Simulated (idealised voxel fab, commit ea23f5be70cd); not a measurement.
This section sets out a process module, namely voxel capacitor over wiring.
The figure presents cross-section cut, which has a width of 295 nm and is divided into square cells with an edge length of 5 nm.
For the purposes of this document, a cross-section shall be understood as a grid of square cells, specified as bands listed in top-to-bottom order, each band consisting of one or more rows of cells. For a band, the entry starts with two heights in nm, that of the top and then that of the bottom, and carries on with the band's materials in order from left to right, each alongside its width in nm; the word "throughout" beside a single material means it fills the band edge to edge, and "empty" means empty space. All heights in this document are referenced to 0, defined as the level beneath which the wafer, as received, consists entirely of one material. The lowest band is not bounded below; it extends indefinitely downward and is written in the form "from 0 down". Note: "30 to 40" means the width goes from the first number (top row of the band) to the second number (bottom row) in equal steps per row of cells. The cross-section has no changed cell in any step marked "no alteration". "Enclosed internal cavities" contains a list of empty spaces, each no smaller than 8 cells and without an open way to the top, written in the form width x height at distance with the distance from the left edge and all three in nm. Read whatever lies past the settings on a step's line as the simulator's own remark about the step. The "overlay nm" setting may appear on a step's line; for a step that uses a mask, it gives how far to the right of its planned position the mask lay, and a negative value indicates the left. So the way this works: pairs, before and after one process step. The after picture only goes down to the lowest band that actually changed, nothing below. Step and its settings are under each pair. And watch out, pairs might come from different runs of this module, same starting wafer though, so a pair only follows on from the one above if its "Before processing step" entry tells you so.

# Before processing step
  from 50 to 35 | 95 nm Ru, 5 nm TiN, 15 nm lowk, 5 nm TiN, 175 nm Ru
  from 35 to 30 | 100 nm TiN, 15 nm SiCN, 180 nm TiN
  from 30 to 15 | 95 nm SiO2, 5 nm TiN, 10 nm Cu, 5 nm TiN, 60 nm SiO2, 5 nm TiN, 10 nm Cu, 5 nm TiN, 100 nm SiO2
  from 15 to 10 | 95 nm SiCN, 20 nm TiN, 60 nm SiCN, 20 nm TiN, 100 nm SiCN
  from 10 to 0 | SiO2 throughout
  from 0 down | Si throughout
  Enclosed internal cavities: none

# Sectional Result
  from 55 to 50 | TiN throughout
  Rest of section, below 50: as before.
  Enclosed internal cavities: none
The step occurring between the two cross-sections depicted above is identified as op DIRECTIONAL_DEP | material TiN | thk nm 5

Before processing step: Please consult the pair immediately above; the cross-section it shows after its step is the state before this step.

# Sectional Result
  from 60 to 55 | SiN throughout
  Rest of section, below 55: as before.
  Enclosed internal cavities: none
The step occurring between the two cross-sections depicted above is identified as op DIRECTIONAL_DEP | material SiN | thk nm 5

Before processing step: Please consult the pair immediately above; the cross-section it shows after its step is the state before this step.

# Sectional Result
  from 70 to 60 | TiN throughout
  Rest of section, below 60: as before.
  Enclosed internal cavities: none
The step occurring between the two cross-sections depicted above is identified as op DIRECTIONAL_DEP | material TiN | thk nm 10

Before processing step: Please consult the pair immediately above; the cross-section it shows after its step is the state before this step.

# Sectional Result
  from 85 to 70 | 100 nm empty, 65 nm resist, 130 nm empty
  Rest of section, below 70: as before.
  Enclosed internal cavities: none
The step occurring between the two cross-sections depicted above is identified as op PATTERN | tone cover | mask id UPPER_PLATE | material resist | width nm 65 | thk nm 15 | overlay nm 0

Before processing step: Please consult the pair immediately above; the cross-section it shows after its step is the state before this step.

# Sectional Result
  from 85 to 70 | 100 nm empty, 65 nm resist, 130 nm empty
  from 70 to 60 | 100 nm empty, 65 nm TiN, 130 nm empty
  Rest of section, below 60: as before.
  Enclosed internal cavities: none
The step occurring between the two cross-sections depicted above is identified as op DIRECTIONAL_ETCH | etch materials TiN | depth nm 10

Before processing step: Please consult the pair immediately above; the cross-section it shows after its step is the state before this step.

# Sectional Result
  from 85 to 70 | 100 nm empty, 65 nm resist, 130 nm empty
  from 70 to 60 | 100 nm empty, 65 nm TiN, 130 nm empty
  from 60 to 55 | 100 nm empty, 65 nm SiN, 130 nm empty
  Rest of section, below 55: as before.
  Enclosed internal cavities: none
The step occurring between the two cross-sections depicted above is identified as op DIRECTIONAL_ETCH | etch materials SiN | depth nm 5

Before processing step: Please consult the pair immediately above; the cross-section it shows after its step is the state before this step.

# Sectional Result
  from 70 to 60 | 100 nm empty, 65 nm TiN, 130 nm empty
  Rest of section, below 60: as before.
  Enclosed internal cavities: none
The step occurring between the two cross-sections depicted above is identified as op STRIP | etch materials resist

Before processing step: Please consult the pair immediately above; the cross-section it shows after its step is the state before this step.

# Sectional Result
  from 80 to 70 | 100 nm empty, 65 nm aC, 130 nm empty
  from 70 to 65 | 100 nm empty, 65 nm TiN, 130 nm empty
  from 65 to 60 | 100 nm aC, 65 nm TiN, 130 nm aC
  from 60 to 55 | 100 nm aC, 65 nm SiN, 130 nm aC
  Rest of section, below 55: as before.
  Enclosed internal cavities: none
The step occurring between the two cross-sections depicted above is identified as op DIRECTIONAL_DEP | material aC | thk nm 10

Before processing step: Please consult the pair immediately above; the cross-section it shows after its step is the state before this step.

# Sectional Result
  from 105 to 80 | 95 nm empty, 75 nm resist, 125 nm empty
  from 80 to 70 | 95 nm empty, 5 nm resist, 65 nm aC, 5 nm resist, 125 nm empty
  from 70 to 65 | 95 nm empty, 5 nm resist, 65 nm TiN, 5 nm resist, 125 nm empty
  Rest of section, below 65: as before.
  Enclosed internal cavities: none
The step occurring between the two cross-sections depicted above is identified as op PATTERN | tone cover | mask id LOWER_PLATE | material resist | width nm 75 | thk nm 25 | overlay nm 0

Before processing step: Please consult the pair immediately above; the cross-section it shows after its step is the state before this step.

# Sectional Result
  from 95 to 80 | 95 nm empty, 75 nm resist, 125 nm empty
  from 80 to 70 | 95 nm empty, 5 nm resist, 65 nm aC, 5 nm resist, 125 nm empty
  from 70 to 65 | 95 nm empty, 5 nm resist, 65 nm TiN, 5 nm resist, 125 nm empty
  from 65 to 60 | 95 nm empty, 5 nm aC, 65 nm TiN, 5 nm aC, 125 nm empty
  from 60 to 55 | 95 nm empty, 5 nm aC, 65 nm SiN, 5 nm aC, 125 nm empty
  Rest of section, below 55: as before.
  Enclosed internal cavities: none
The step occurring between the two cross-sections depicted above is identified as op DIRECTIONAL_ETCH | etch materials aC | depth nm 10

Before processing step: Please consult the pair immediately above; the cross-section it shows after its step is the state before this step.

# Sectional Result
  from 80 to 70 | 100 nm empty, 65 nm aC, 130 nm empty
  from 70 to 65 | 100 nm empty, 65 nm TiN, 130 nm empty
  Rest of section, below 65: as before.
  Enclosed internal cavities: none
The step occurring between the two cross-sections depicted above is identified as op STRIP | etch materials resist

Before processing step: Please consult the pair immediately above; the cross-section it shows after its step is the state before this step.

# Sectional Result
  from 80 to 70 | 100 nm empty, 65 nm aC, 130 nm empty
  from 70 to 65 | 100 nm empty, 65 nm TiN, 130 nm empty
  from 65 to 60 | 95 nm empty, 5 nm aC, 65 nm TiN, 5 nm aC, 125 nm empty
  from 60 to 55 | 95 nm empty, 5 nm aC, 65 nm SiN, 5 nm aC, 125 nm empty
  from 55 to 50 | 95 nm empty, 75 nm TiN, 125 nm empty
  Rest of section, below 50: as before.
  Enclosed internal cavities: none
The step occurring between the two cross-sections depicted above is identified as op DIRECTIONAL_ETCH | etch materials TiN | depth nm 5

Before processing step: Please consult the pair immediately above; the cross-section it shows after its step is the state before this step.

# Sectional Result
  from 70 to 60 | 100 nm empty, 65 nm TiN, 130 nm empty
  from 60 to 55 | 100 nm empty, 65 nm SiN, 130 nm empty
  Rest of section, below 55: as before.
  Enclosed internal cavities: none
The step occurring between the two cross-sections depicted above is identified as op STRIP | etch materials aC

Before processing step: Please consult the pair immediately above; the cross-section it shows after its step is the state before this step.

# Sectional Result
  from 90 to 70 | SiO2 throughout
  from 70 to 60 | 100 nm SiO2, 65 nm TiN, 130 nm SiO2
  from 60 to 55 | 100 nm SiO2, 65 nm SiN, 130 nm SiO2
  from 55 to 50 | 95 nm SiO2, 75 nm TiN, 125 nm SiO2
  Rest of section, below 50: as before.
  Enclosed internal cavities: none
The step occurring between the two cross-sections depicted above is identified as op FILL_DEP | material SiO2 | thk nm 20

Before processing step: Please consult the pair immediately above; the cross-section it shows after its step is the state before this step.

# Sectional Result
  from 85 to 70 | SiO2 throughout
  Rest of section, below 70: as before.
  Enclosed internal cavities: none
The step occurring between the two cross-sections depicted above is identified as op CMP | height nm 85

Before processing step: Please consult the pair immediately above; the cross-section it shows after its step is the state before this step.

# Sectional Result
  from 100 to 85 | 110 nm resist, 15 nm empty, 170 nm resist
  Rest of section, below 85: as before.
  Enclosed internal cavities: none
The step occurring between the two cross-sections depicted above is identified as op PATTERN | tone open | mask id PLUG_2 | material resist | width nm 15 | thk nm 15 | overlay nm 0

Before processing step: Please consult the pair immediately above; the cross-section it shows after its step is the state before this step.

# Sectional Result
  from 100 to 85 | 110 nm resist, 15 nm empty, 170 nm resist
  from 85 to 70 | 110 nm SiO2, 15 nm empty, 170 nm SiO2
  Rest of section, below 70: as before.
  Enclosed internal cavities: none
The step occurring between the two cross-sections depicted above is identified as op DIRECTIONAL_ETCH | etch materials SiO2 | depth nm 15

Before processing step: Please consult the pair immediately above; the cross-section it shows after its step is the state before this step.

# Sectional Result
  from 85 to 70 | 110 nm SiO2, 15 nm empty, 170 nm SiO2
  Rest of section, below 70: as before.
  Enclosed internal cavities: none
The step occurring between the two cross-sections depicted above is identified as op STRIP | etch materials resist

Before processing step: Please consult the pair immediately above; the cross-section it shows after its step is the state before this step.

# Sectional Result
  from 90 to 85 | 115 nm TiN, 5 nm empty, 175 nm TiN
  from 85 to 75 | 110 nm SiO2, 5 nm TiN, 5 nm empty, 5 nm TiN, 170 nm SiO2
  from 75 to 70 | 110 nm SiO2, 15 nm TiN, 170 nm SiO2
  Rest of section, below 70: as before.
  Enclosed internal cavities: none
The step occurring between the two cross-sections depicted above is identified as op CONFORMAL_DEP | material TiN | thk nm 5

Before processing step: Please consult the pair immediately above; the cross-section it shows after its step is the state before this step.

# Sectional Result
  from 95 to 90 | Ru throughout
  from 90 to 85 | 115 nm TiN, 5 nm Ru, 175 nm TiN
  from 85 to 75 | 110 nm SiO2, 5 nm TiN, 5 nm Ru, 5 nm TiN, 170 nm SiO2
  Rest of section, below 75: as before.
  Enclosed internal cavities: none
The step occurring between the two cross-sections depicted above is identified as op FILL_DEP | material Ru | thk nm 5

Before processing step: Please consult the pair immediately above; the cross-section it shows after its step is the state before this step.

# Sectional Result
  from 85 to 75 | 110 nm SiO2, 5 nm TiN, 5 nm Ru, 5 nm TiN, 170 nm SiO2
  Rest of section, below 75: as before.
  Enclosed internal cavities: none
The step occurring between the two cross-sections depicted above is identified as op CMP | height nm 85

Before processing step: Please consult the pair immediately above; the cross-section it shows after its step is the state before this step.

# Sectional Result
  from 90 to 85 | SiN throughout
  Rest of section, below 85: as before.
  Enclosed internal cavities: none
The step occurring between the two cross-sections depicted above is identified as op CONFORMAL_DEP | material SiN | thk nm 5
